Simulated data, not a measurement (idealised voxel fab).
Name of the process module below: voxel transistor to metal
150 nm wide, 5 nm square cells: that's cross-section cut.
Cross-section, as written here: a square-cell grid given band by band from the top down, where a band holds one or more rows of cells.
Top height, bottom height, nm. Materials left to right, width each, nm. Single material + "full width" = fills band edge to edge. "empty" = empty.
Convention: height 0 is the level below which the wafer, as received, is all one material. The lowest band does not terminate at the bottom but continues downward, represented as "z 0 and below".
With a width like "30..40", each row of cells in the band differs from the next by the same amount, the top row carrying the first number and the bottom row the second.
It should be understood that the words "no change", when stated for a given step, signify that the cross-section underwent no change in any of its cells during that step.
Heads up: "Cavities, sealed" only lists the empty pockets with no open path to the top that are 8 cells or more, and it writes them as width x height at distance, distance from the left edge, in nm.
Whatever follows a step's settings on its line is a remark the simulator itself makes about that step.
"overlay nm" denotes, for a step that has a mask, the displacement of the mask to the right of its planned place, with negative values corresponding to the left.

Steps in the process plan:
step 1: RECEIVE,material Si
step 2: OXIDIZE,depth nm 5
step 3: CONFORMAL_DEP,material SiN,thk nm 15
step 4: MASKED_ETCH,tone cover,mask id ACTIVE,width nm 105,etch materials SiN,depth nm 15,overlay nm 0
step 5: MASKED_ETCH,tone cover,mask id ACTIVE,width nm 105,etch materials SiO2,depth nm 5,overlay nm 0
step 6: MASKED_ETCH,tone cover,mask id ACTIVE,width nm 105,etch materials Si,depth nm 35,overlay nm 0
step 7: FILL_DEP,material SiO2,thk nm 15
step 8: CMP,height nm 15
step 9: SELECTIVE_ETCH,etch materials SiO2,depth nm 15
step 10: STRIP,etch materials SiN
step 11: SELECTIVE_ETCH,etch materials SiO2,depth nm 5
step 12: OXIDIZE,depth nm 5
step 13: DIRECTIONAL_DEP,material polySi,thk nm 25
step 14: DIRECTIONAL_DEP,material SiCN,thk nm 15
step 15: DIRECTIONAL_DEP,material aC,thk nm 10
step 16: PATTERN,tone cover,mask id GATE,material resist,width nm 25,thk nm 30,overlay nm 0
step 17: DIRECTIONAL_ETCH,etch materials aC,depth nm 10
step 18: STRIP,etch materials resist
step 19: DIRECTIONAL_ETCH,etch materials SiCN,depth nm 25
step 20: DIRECTIONAL_ETCH,etch materials polySi,depth nm 35
step 21: STRIP,etch materials aC
step 22: CONFORMAL_DEP,material SiN,thk nm 5
step 23: DIRECTIONAL_ETCH,etch materials SiN,depth nm 5
step 24: DIRECTIONAL_ETCH,etch materials SiO2,depth nm 5
step 25: DIRECTIONAL_ETCH,etch materials Si,depth nm 5
step 26: EPI,material SiGe,thk nm 5
step 27: FILL_DEP,material SiO2,thk nm 10
step 28: CMP,height nm 20
step 29: STRIP,etch materials polySi
step 30: SELECTIVE_ETCH,etch materials SiO2,depth nm 5
step 31: CONFORMAL_DEP,material HfO2,thk nm 5
step 32: CONFORMAL_DEP,material TiN,thk nm 5
step 33: FILL_DEP,material W,thk nm 5
step 34: CMP,height nm 15
step 35: DIRECTIONAL_DEP,material SiO2,thk nm 10
step 36: MASKED_ETCH,tone open,mask id CONTACT,width nm 15,pitch nm 80,etch materials SiO2,depth nm 35,overlay nm 0
step 37: CONFORMAL_DEP,material TiN,thk nm 5
step 38: FILL_DEP,material W,thk nm 10
step 39: CMP,height nm 25
step 40: DIRECTIONAL_DEP,material TiN,thk nm 5
step 41: DIRECTIONAL_DEP,material W,thk nm 15
step 42: PATTERN,tone cover,mask id METAL_1,material resist,width nm 15,pitch nm 80,thk nm 20,overlay nm 0
step 43: DIRECTIONAL_ETCH,etch materials W,depth nm 15
step 44: DIRECTIONAL_ETCH,etch materials TiN,depth nm 5
step 45: STRIP,etch materials resist
step 46: FILL_DEP,material SiO2,thk nm 5
step 47: CMP,height nm 45
step 48: CONFORMAL_DEP,material SiN,thk nm 5

So, the first of our two wafers, run just as we planned it:

Received-state cross-section, reflecting completion of step 1:
> z 0 and below  Si full width
> Cavities, sealed: none

Step 2 complete: cross-section through the wafer:
> z 0 to -5  SiO2 full width
> Under -5: no change, same as before.

Step 3 complete: cross-section through the wafer:
> z 15 to 0  SiN full width
> Under 0: no change, same as before.

Step 4 complete: cross-section through the wafer:
> z 15 to 0  20 nm empty; 105 nm SiN; 25 nm empty
> Under 0: no change, same as before.

Step 5 complete: cross-section through the wafer:
> z 15 to 0  20 nm empty; 105 nm SiN; 25 nm empty
> z 0 to -5  20 nm empty; 105 nm SiO2; 25 nm empty
> Under -5: no change, same as before.

Step 6 complete: cross-section through the wafer:
> z 15 to 0  20 nm empty; 105 nm SiN; 25 nm empty
> z 0 to -5  20 nm empty; 105 nm SiO2; 25 nm empty
> z -5 to -40  20 nm empty; 105 nm Si; 25 nm empty
> Under -40: no change, same as before.

Step 7 complete: cross-section through the wafer:
> z 30 to 15  SiO2 full width
> z 15 to 0  20 nm SiO2; 105 nm SiN; 25 nm SiO2
> z 0 to -5  SiO2 full width
> z -5 to -40  20 nm SiO2; 105 nm Si; 25 nm SiO2
> Under -40: no change, same as before.

Step 8 complete: cross-section through the wafer:
> z 15 to 0  20 nm SiO2; 105 nm SiN; 25 nm SiO2
> Under 0: no change, same as before.

Step 9 complete: cross-section through the wafer:
> z 15 to 0  20 nm empty; 105 nm SiN; 25 nm empty
> Under 0: no change, same as before.

Step 10 complete: cross-section through the wafer:
> z 0 to -5  SiO2 full width
> Under -5: no change, same as before.

Step 11 complete: cross-section through the wafer:
> z -5 to -40  20 nm SiO2; 105 nm Si; 25 nm SiO2
> Under -40: no change, same as before.

Step 12 complete: cross-section through the wafer:
> z -5 to -10  SiO2 full width
> Under -10: no change, same as before.

Step 13 complete: cross-section through the wafer:
> z 20 to -5  polySi full width
> Under -5: no change, same as before.

Step 14 complete: cross-section through the wafer:
> z 35 to 20  SiCN full width
> Under 20: no change, same as before.

Step 15 complete: cross-section through the wafer:
> z 45 to 35  aC full width
> Under 35: no change, same as before.

Step 16 complete: cross-section through the wafer:
> z 75 to 45  60 nm empty; 25 nm resist; 65 nm empty
> Under 45: no change, same as before.

Step 17 complete: cross-section through the wafer:
> z 65 to 45  60 nm empty; 25 nm resist; 65 nm empty
> z 45 to 35  60 nm empty; 25 nm aC; 65 nm empty
> Under 35: no change, same as before.

Step 18 complete: cross-section through the wafer:
> z 45 to 35  60 nm empty; 25 nm aC; 65 nm empty
> Under 35: no change, same as before.

Step 19 complete: cross-section through the wafer:
> z 45 to 35  60 nm empty; 25 nm aC; 65 nm empty
> z 35 to 20  60 nm empty; 25 nm SiCN; 65 nm empty
> Under 20: no change, same as before.

Step 20 complete: cross-section through the wafer:
> z 45 to 35  60 nm empty; 25 nm aC; 65 nm empty
> z 35 to 20  60 nm empty; 25 nm SiCN; 65 nm empty
> z 20 to -5  60 nm empty; 25 nm polySi; 65 nm empty
> Under -5: no change, same as before.

Step 21 complete: cross-section through the wafer:
> z 35 to 20  60 nm empty; 25 nm SiCN; 65 nm empty
> Under 20: no change, same as before.

Step 22 complete: cross-section through the wafer:
> z 40 to 35  55 nm empty; 35 nm SiN; 60 nm empty
> z 35 to 20  55 nm empty; 5 nm SiN; 25 nm SiCN; 5 nm SiN; 60 nm empty
> z 20 to 0  55 nm empty; 5 nm SiN; 25 nm polySi; 5 nm SiN; 60 nm empty
> z 0 to -5  60 nm SiN; 25 nm polySi; 65 nm SiN
> Under -5: no change, same as before.

Step 23 complete: cross-section through the wafer:
> z 35 to 20  55 nm empty; 5 nm SiN; 25 nm SiCN; 5 nm SiN; 60 nm empty
> z 20 to -5  55 nm empty; 5 nm SiN; 25 nm polySi; 5 nm SiN; 60 nm empty
> Under -5: no change, same as before.

Step 24 complete: cross-section through the wafer:
> z 35 to 20  55 nm empty; 5 nm SiN; 25 nm SiCN; 5 nm SiN; 60 nm empty
> z 20 to -5  55 nm empty; 5 nm SiN; 25 nm polySi; 5 nm SiN; 60 nm empty
> z -5 to -10  55 nm empty; 35 nm SiO2; 60 nm empty
> Under -10: no change, same as before.

Step 25 complete: cross-section through the wafer:
> z 35 to 20  55 nm empty; 5 nm SiN; 25 nm SiCN; 5 nm SiN; 60 nm empty
> z 20 to -5  55 nm empty; 5 nm SiN; 25 nm polySi; 5 nm SiN; 60 nm empty
> z -5 to -10  55 nm empty; 35 nm SiO2; 60 nm empty
> z -10 to -15  20 nm SiO2; 35 nm empty; 35 nm Si; 35 nm empty; 25 nm SiO2
> Under -15: no change, same as before.

Step 26 complete: cross-section through the wafer:
> z 35 to 20  55 nm empty; 5 nm SiN; 25 nm SiCN; 5 nm SiN; 60 nm empty
> z 20 to -5  55 nm empty; 5 nm SiN; 25 nm polySi; 5 nm SiN; 60 nm empty
> z -5 to -10  50 nm empty; 5 nm SiGe; 35 nm SiO2; 5 nm SiGe; 55 nm empty
> z -10 to -15  20 nm SiO2; 35 nm SiGe; 35 nm Si; 35 nm SiGe; 25 nm SiO2
> Under -15: no change, same as before.

Step 27 complete: cross-section through the wafer:
> z 45 to 35  SiO2 full width
> z 35 to 20  55 nm SiO2; 5 nm SiN; 25 nm SiCN; 5 nm SiN; 60 nm SiO2
> z 20 to -5  55 nm SiO2; 5 nm SiN; 25 nm polySi; 5 nm SiN; 60 nm SiO2
> z -5 to -10  50 nm SiO2; 5 nm SiGe; 35 nm SiO2; 5 nm SiGe; 55 nm SiO2
> Under -10: no change, same as before.

Step 28 complete: cross-section through the wafer:
> z 20 to -5  55 nm SiO2; 5 nm SiN; 25 nm polySi; 5 nm SiN; 60 nm SiO2
> Under -5: no change, same as before.

Step 29 complete: cross-section through the wafer:
> z 20 to -5  55 nm SiO2; 5 nm SiN; 25 nm empty; 5 nm SiN; 60 nm SiO2
> Under -5: no change, same as before.

Step 30 complete: cross-section through the wafer:
> z 20 to 15  55 nm empty; 5 nm SiN; 25 nm empty; 5 nm SiN; 60 nm empty
> z 15 to -5  55 nm SiO2; 5 nm SiN; 25 nm empty; 5 nm SiN; 60 nm SiO2
> z -5 to -10  50 nm SiO2; 5 nm SiGe; 35 nm empty; 5 nm SiGe; 55 nm SiO2
> Under -10: no change, same as before.

Step 31 complete: cross-section through the wafer:
> z 25 to 20  50 nm empty; 15 nm HfO2; 15 nm empty; 15 nm HfO2; 55 nm empty
> z 20 to 15  55 nm HfO2; 5 nm SiN; 5 nm HfO2; 15 nm empty; 5 nm HfO2; 5 nm SiN; 60 nm HfO2
> z 15 to -5  55 nm SiO2; 5 nm SiN; 5 nm HfO2; 15 nm empty; 5 nm HfO2; 5 nm SiN; 60 nm SiO2
> z -5 to -10  50 nm SiO2; 5 nm SiGe; 35 nm HfO2; 5 nm SiGe; 55 nm SiO2
> Under -10: no change, same as before.

Step 32 complete: cross-section through the wafer:
> z 30 to 25  45 nm empty; 25 nm TiN; 5 nm empty; 25 nm TiN; 50 nm empty
> z 25 to 20  50 nm TiN; 15 nm HfO2; 5 nm TiN; 5 nm empty; 5 nm TiN; 15 nm HfO2; 55 nm TiN
> z 20 to 15  55 nm HfO2; 5 nm SiN; 5 nm HfO2; 5 nm TiN; 5 nm empty; 5 nm TiN; 5 nm HfO2; 5 nm SiN; 60 nm HfO2
> z 15 to 0  55 nm SiO2; 5 nm SiN; 5 nm HfO2; 5 nm TiN; 5 nm empty; 5 nm TiN; 5 nm HfO2; 5 nm SiN; 60 nm SiO2
> z 0 to -5  55 nm SiO2; 5 nm SiN; 5 nm HfO2; 15 nm TiN; 5 nm HfO2; 5 nm SiN; 60 nm SiO2
> Under -5: no change, same as before.

Step 33 complete: cross-section through the wafer:
> z 35 to 30  W full width
> z 30 to 25  45 nm W; 25 nm TiN; 5 nm W; 25 nm TiN; 50 nm W
> z 25 to 20  50 nm TiN; 15 nm HfO2; 5 nm TiN; 5 nm W; 5 nm TiN; 15 nm HfO2; 55 nm TiN
> z 20 to 15  55 nm HfO2; 5 nm SiN; 5 nm HfO2; 5 nm TiN; 5 nm W; 5 nm TiN; 5 nm HfO2; 5 nm SiN; 60 nm HfO2
> z 15 to 0  55 nm SiO2; 5 nm SiN; 5 nm HfO2; 5 nm TiN; 5 nm W; 5 nm TiN; 5 nm HfO2; 5 nm SiN; 60 nm SiO2
> Under 0: no change, same as before.

Step 34 complete: cross-section through the wafer:
> z 15 to 0  55 nm SiO2; 5 nm SiN; 5 nm HfO2; 5 nm TiN; 5 nm W; 5 nm TiN; 5 nm HfO2; 5 nm SiN; 60 nm SiO2
> Under 0: no change, same as before.

Step 35 complete: cross-section through the wafer:
> z 25 to 15  SiO2 full width
> Under 15: no change, same as before.

Step 36 complete: cross-section through the wafer:
> z 25 to 15  25 nm SiO2; 15 nm empty; 65 nm SiO2; 15 nm empty; 30 nm SiO2
> z 15 to 0  25 nm SiO2; 15 nm empty; 15 nm SiO2; 5 nm SiN; 5 nm HfO2; 5 nm TiN; 5 nm W; 5 nm TiN; 5 nm HfO2; 5 nm SiN; 15 nm SiO2; 15 nm empty; 30 nm SiO2
> z 0 to -5  25 nm SiO2; 15 nm empty; 15 nm SiO2; 5 nm SiN; 5 nm HfO2; 15 nm TiN; 5 nm HfO2; 5 nm SiN; 15 nm SiO2; 15 nm empty; 30 nm SiO2
> z -5 to -10  25 nm SiO2; 15 nm empty; 10 nm SiO2; 5 nm SiGe; 35 nm HfO2; 5 nm SiGe; 10 nm SiO2; 15 nm empty; 30 nm SiO2
> Under -10: no change, same as before.

Step 37 complete: cross-section through the wafer:
> z 30 to 25  30 nm TiN; 5 nm empty; 75 nm TiN; 5 nm empty; 35 nm TiN
> z 25 to 15  25 nm SiO2; 5 nm TiN; 5 nm empty; 5 nm TiN; 65 nm SiO2; 5 nm TiN; 5 nm empty; 5 nm TiN; 30 nm SiO2
> z 15 to 0  25 nm SiO2; 5 nm TiN; 5 nm empty; 5 nm TiN; 15 nm SiO2; 5 nm SiN; 5 nm HfO2; 5 nm TiN; 5 nm W; 5 nm TiN; 5 nm HfO2; 5 nm SiN; 15 nm SiO2; 5 nm TiN; 5 nm empty; 5 nm TiN; 30 nm SiO2
> z 0 to -5  25 nm SiO2; 5 nm TiN; 5 nm empty; 5 nm TiN; 15 nm SiO2; 5 nm SiN; 5 nm HfO2; 15 nm TiN; 5 nm HfO2; 5 nm SiN; 15 nm SiO2; 5 nm TiN; 5 nm empty; 5 nm TiN; 30 nm SiO2
> z -5 to -10  25 nm SiO2; 15 nm TiN; 10 nm SiO2; 5 nm SiGe; 35 nm HfO2; 5 nm SiGe; 10 nm SiO2; 15 nm TiN; 30 nm SiO2
> Under -10: no change, same as before.

Step 38 complete: cross-section through the wafer:
> z 40 to 30  W full width
> z 30 to 25  30 nm TiN; 5 nm W; 75 nm TiN; 5 nm W; 35 nm TiN
> z 25 to 15  25 nm SiO2; 5 nm TiN; 5 nm W; 5 nm TiN; 65 nm SiO2; 5 nm TiN; 5 nm W; 5 nm TiN; 30 nm SiO2
> z 15 to 0  25 nm SiO2; 5 nm TiN; 5 nm W; 5 nm TiN; 15 nm SiO2; 5 nm SiN; 5 nm HfO2; 5 nm TiN; 5 nm W; 5 nm TiN; 5 nm HfO2; 5 nm SiN; 15 nm SiO2; 5 nm TiN; 5 nm W; 5 nm TiN; 30 nm SiO2
> z 0 to -5  25 nm SiO2; 5 nm TiN; 5 nm W; 5 nm TiN; 15 nm SiO2; 5 nm SiN; 5 nm HfO2; 15 nm TiN; 5 nm HfO2; 5 nm SiN; 15 nm SiO2; 5 nm TiN; 5 nm W; 5 nm TiN; 30 nm SiO2
> Under -5: no change, same as before.

Step 39 complete: cross-section through the wafer:
> z 25 to 15  25 nm SiO2; 5 nm TiN; 5 nm W; 5 nm TiN; 65 nm SiO2; 5 nm TiN; 5 nm W; 5 nm TiN; 30 nm SiO2
> Under 15: no change, same as before.

Step 40 complete: cross-section through the wafer:
> z 30 to 25  TiN full width
> Under 25: no change, same as before.

Step 41 complete: cross-section through the wafer:
> z 45 to 30  W full width
> Under 30: no change, same as before.

Step 42 complete: cross-section through the wafer:
> z 65 to 45  25 nm empty; 15 nm resist; 65 nm empty; 15 nm resist; 30 nm empty
> Under 45: no change, same as before.

Step 43 complete: cross-section through the wafer:
> z 65 to 45  25 nm empty; 15 nm resist; 65 nm empty; 15 nm resist; 30 nm empty
> z 45 to 30  25 nm empty; 15 nm W; 65 nm empty; 15 nm W; 30 nm empty
> Under 30: no change, same as before.

Step 44 complete: cross-section through the wafer:
> z 65 to 45  25 nm empty; 15 nm resist; 65 nm empty; 15 nm resist; 30 nm empty
> z 45 to 30  25 nm empty; 15 nm W; 65 nm empty; 15 nm W; 30 nm empty
> z 30 to 25  25 nm empty; 15 nm TiN; 65 nm empty; 15 nm TiN; 30 nm empty
> Under 25: no change, same as before.

Step 45 complete: cross-section through the wafer:
> z 45 to 30  25 nm empty; 15 nm W; 65 nm empty; 15 nm W; 30 nm empty
> Under 30: no change, same as before.

Step 46 complete: cross-section through the wafer:
> z 50 to 45  SiO2 full width
> z 45 to 30  25 nm SiO2; 15 nm W; 65 nm SiO2; 15 nm W; 30 nm SiO2
> z 30 to 25  25 nm SiO2; 15 nm TiN; 65 nm SiO2; 15 nm TiN; 30 nm SiO2
> Under 25: no change, same as before.

Step 47 complete: cross-section through the wafer:
> z 45 to 30  25 nm SiO2; 15 nm W; 65 nm SiO2; 15 nm W; 30 nm SiO2
> Under 30: no change, same as before.

Step 48 complete: cross-section through the wafer:
> z 50 to 45  SiN full width
> Under 45: no change, same as before.

Second wafer: like start, like plan, one mistake. Through step 30 it matches the first wafer:

The second wafer cut through, at the time step 31 was supposed to be finished: no change

The second wafer cut through, at the time step 32 was supposed to be finished:
> z 25 to 20  50 nm empty; 15 nm TiN; 15 nm empty; 15 nm TiN; 55 nm empty
> z 20 to 15  55 nm TiN; 5 nm SiN; 5 nm TiN; 15 nm empty; 5 nm TiN; 5 nm SiN; 60 nm TiN
> z 15 to -5  55 nm SiO2; 5 nm SiN; 5 nm TiN; 15 nm empty; 5 nm TiN; 5 nm SiN; 60 nm SiO2
> z -5 to -10  50 nm SiO2; 5 nm SiGe; 35 nm TiN; 5 nm SiGe; 55 nm SiO2
> Under -10: no change, same as before.

The second wafer cut through, at the time step 33 was supposed to be finished:
> z 30 to 25  W full width
> z 25 to 20  50 nm W; 15 nm TiN; 15 nm W; 15 nm TiN; 55 nm W
> z 20 to 15  55 nm TiN; 5 nm SiN; 5 nm TiN; 15 nm W; 5 nm TiN; 5 nm SiN; 60 nm TiN
> z 15 to -5  55 nm SiO2; 5 nm SiN; 5 nm TiN; 15 nm W; 5 nm TiN; 5 nm SiN; 60 nm SiO2
> Under -5: no change, same as before.

The second wafer cut through, at the time step 34 was supposed to be finished:
> z 15 to -5  55 nm SiO2; 5 nm SiN; 5 nm TiN; 15 nm W; 5 nm TiN; 5 nm SiN; 60 nm SiO2
> Under -5: no change, same as before.

The second wafer cut through, at the time step 35 was supposed to be finished:
> z 25 to 15  SiO2 full width
> Under 15: no change, same as before.

The second wafer cut through, at the time step 36 was supposed to be finished:
> z 25 to 15  25 nm SiO2; 15 nm empty; 65 nm SiO2; 15 nm empty; 30 nm SiO2
> z 15 to -5  25 nm SiO2; 15 nm empty; 15 nm SiO2; 5 nm SiN; 5 nm TiN; 15 nm W; 5 nm TiN; 5 nm SiN; 15 nm SiO2; 15 nm empty; 30 nm SiO2
> z -5 to -10  25 nm SiO2; 15 nm empty; 10 nm SiO2; 5 nm SiGe; 35 nm TiN; 5 nm SiGe; 10 nm SiO2; 15 nm empty; 30 nm SiO2
> Under -10: no change, same as before.

The second wafer cut through, at the time step 37 was supposed to be finished:
> z 30 to 25  30 nm TiN; 5 nm empty; 75 nm TiN; 5 nm empty; 35 nm TiN
> z 25 to 15  25 nm SiO2; 5 nm TiN; 5 nm empty; 5 nm TiN; 65 nm SiO2; 5 nm TiN; 5 nm empty; 5 nm TiN; 30 nm SiO2
> z 15 to -5  25 nm SiO2; 5 nm TiN; 5 nm empty; 5 nm TiN; 15 nm SiO2; 5 nm SiN; 5 nm TiN; 15 nm W; 5 nm TiN; 5 nm SiN; 15 nm SiO2; 5 nm TiN; 5 nm empty; 5 nm TiN; 30 nm SiO2
> z -5 to -10  25 nm SiO2; 15 nm TiN; 10 nm SiO2; 5 nm SiGe; 35 nm TiN; 5 nm SiGe; 10 nm SiO2; 15 nm TiN; 30 nm SiO2
> Under -10: no change, same as before.

The second wafer cut through, at the time step 38 was supposed to be finished:
> z 40 to 30  W full width
> z 30 to 25  30 nm TiN; 5 nm W; 75 nm TiN; 5 nm W; 35 nm TiN
> z 25 to 15  25 nm SiO2; 5 nm TiN; 5 nm W; 5 nm TiN; 65 nm SiO2; 5 nm TiN; 5 nm W; 5 nm TiN; 30 nm SiO2
> z 15 to -5  25 nm SiO2; 5 nm TiN; 5 nm W; 5 nm TiN; 15 nm SiO2; 5 nm SiN; 5 nm TiN; 15 nm W; 5 nm TiN; 5 nm SiN; 15 nm SiO2; 5 nm TiN; 5 nm W; 5 nm TiN; 30 nm SiO2
> Under -5: no change, same as before.

The second wafer cut through, at the time step 39 was supposed to be finished:
> z 25 to 15  25 nm SiO2; 5 nm TiN; 5 nm W; 5 nm TiN; 65 nm SiO2; 5 nm TiN; 5 nm W; 5 nm TiN; 30 nm SiO2
> Under 15: no change, same as before.

The second wafer cut through, at the time step 40 was supposed to be finished:
> z 30 to 25  TiN full width
> Under 25: no change, same as before.

The second wafer cut through, at the time step 41 was supposed to be finished:
> z 45 to 30  W full width
> Under 30: no change, same as before.

The second wafer cut through, at the time step 42 was supposed to be finished:
> z 65 to 45  25 nm empty; 15 nm resist; 65 nm empty; 15 nm resist; 30 nm empty
> Under 45: no change, same as before.

The second wafer cut through, at the time step 43 was supposed to be finished:
> z 65 to 45  25 nm empty; 15 nm resist; 65 nm empty; 15 nm resist; 30 nm empty
> z 45 to 30  25 nm empty; 15 nm W; 65 nm empty; 15 nm W; 30 nm empty
> Under 30: no change, same as before.

The second wafer cut through, at the time step 44 was supposed to be finished:
> z 65 to 45  25 nm empty; 15 nm resist; 65 nm empty; 15 nm resist; 30 nm empty
> z 45 to 30  25 nm empty; 15 nm W; 65 nm empty; 15 nm W; 30 nm empty
> z 30 to 25  25 nm empty; 15 nm TiN; 65 nm empty; 15 nm TiN; 30 nm empty
> Under 25: no change, same as before.

The second wafer cut through, at the time step 45 was supposed to be finished:
> z 45 to 30  25 nm empty; 15 nm W; 65 nm empty; 15 nm W; 30 nm empty
> Under 30: no change, same as before.

The second wafer cut through, at the time step 46 was supposed to be finished:
> z 50 to 45  SiO2 full width
> z 45 to 30  25 nm SiO2; 15 nm W; 65 nm SiO2; 15 nm W; 30 nm SiO2
> z 30 to 25  25 nm SiO2; 15 nm TiN; 65 nm SiO2; 15 nm TiN; 30 nm SiO2
> Under 25: no change, same as before.

The second wafer cut through, at the time step 47 was supposed to be finished:
> z 45 to 30  25 nm SiO2; 15 nm W; 65 nm SiO2; 15 nm W; 30 nm SiO2
> Under 30: no change, same as before.

The second wafer cut through, at the time step 48 was supposed to be finished:
> z 50 to 45  SiN full width
> Under 45: no change, same as before.
Heads up, the wafer didn't run the way we planned it: plan step 31 skipped
Bottom line after processing is that, in cells, the second wafer is up or down on some materials versus the first: 15 fewer of HfO2 | 6 more of TiN | 9 more of W
